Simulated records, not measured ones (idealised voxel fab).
This is a process module. Its name is voxel self aligned vias.
Cross-section cut spans 285 nm and uses square cells 5 nm in size.
Square cells in a grid make up a cross-section in this document, and the grid is given as bands, listed from the top down, each one or more rows of cells.
Look at the band entry: it leads with the top's height and the bottom's height in nm. Then it lists the materials left to right, with a width in nm for each. The word "full width" on a single material says that material fills the band edge to edge. The word "blank" is empty space.
Height datum 0, below which the as-received substrate wafer is one material. Lowest band open at the bottom, running downward: "0..down".
Quick explanation for "30..40": the width changes in equal steps down the rows of cells, from the first number in the band's top row to the second number in its bottom row.
Given "remains unaltered" for a step, no cell of the cross-section differs between before and after that step.
In "Internal closed voids" the enclosed voids are listed, meaning empty spaces of 8 cells or larger without any opening to the top. The form is width x height at distance, distance from the left edge, units nm.
If you see something after the settings on a step's line, that's the simulator's own remark about that step.
Steps that use a mask can have "overlay nm" on their line. It says how far the mask sat to the right of where it was meant to be. Negative means to the left.
-- List of planned process steps
1: op RECEIVE | material Si
2: op CONFORMAL_DEP | material SiO2 | thk nm 10
3: op CONFORMAL_DEP | material SiCN | thk nm 5
4: op DIRECTIONAL_DEP | material SiO2 | thk nm 30
5: op PATTERN | tone open | mask id LINES | material resist | width nm 30 | pitch nm 60 | thk nm 15 | overlay nm 0
6: op DIRECTIONAL_ETCH | etch materials SiO2 | depth nm 30
7: op STRIP | etch materials resist
8: op CONFORMAL_DEP | material TiN | thk nm 5
9: op FILL_DEP | material W | thk nm 5
10: op CMP | height nm 45
11: op SELECTIVE_ETCH | etch materials W Ru TiN | depth nm 10
12: op FILL_DEP | material SiN | thk nm 5
13: op CMP | height nm 45
14: op DIRECTIONAL_DEP | material SiO2 | thk nm 15
15: op MASKED_ETCH | tone open | mask id VIAS | width nm 40 | pitch nm 60 | etch materials SiO2 | depth nm 15 | overlay nm 0
16: op MASKED_ETCH | tone open | mask id VIAS | width nm 40 | pitch nm 60 | etch materials SiN | depth nm 10 | overlay nm 0
17: op CONFORMAL_DEP | material TiN | thk nm 5
18: op FILL_DEP | material W | thk nm 10
19: op CMP | height nm 60
20: op CONFORMAL_DEP | material SiCN | thk nm 5
-- Cross-section of the wafer upon arrival, representing the state reached after step 1
    0..down  Si full width
    Internal closed voids: none
-- Wafer at module end, in section. Began as above, planned as above, run with one mistake
    65..60  SiCN full width
    60..50  95 of SiO2 / 5 of TiN / 25 of W / 5 of TiN / 25 of SiO2 / 5 of TiN / 25 of W / 5 of TiN / 95 of SiO2
    50..40  95 of SiO2 / 5 of TiN / 20 of W / 10..5 of TiN / 25..30 of SiO2 / 5 of TiN / 20 of W / 10..5 of TiN / 95..100 of SiO2
    40..35  95 of SiO2 / 30 of TiN / 30 of SiO2 / 30 of TiN / 100 of SiO2
    35..20  95 of SiO2 / 5 of TiN / 20 of W / 5 of TiN / 30 of SiO2 / 5 of TiN / 20 of W / 5 of TiN / 100 of SiO2
    20..15  95 of SiO2 / 30 of TiN / 30 of SiO2 / 30 of TiN / 100 of SiO2
    15..10  SiCN full width
    10..0  SiO2 full width
    0..down  Si full width
    Internal closed voids: none
Heads up, the wafer didn't run the way we planned it: step 15 went in with a setting other than planned; the actual run was op MASKED_ETCH | tone open | mask id VIAS | width nm 35 | pitch nm 60 | etch materials SiO2 | depth nm 15 | overlay nm 0
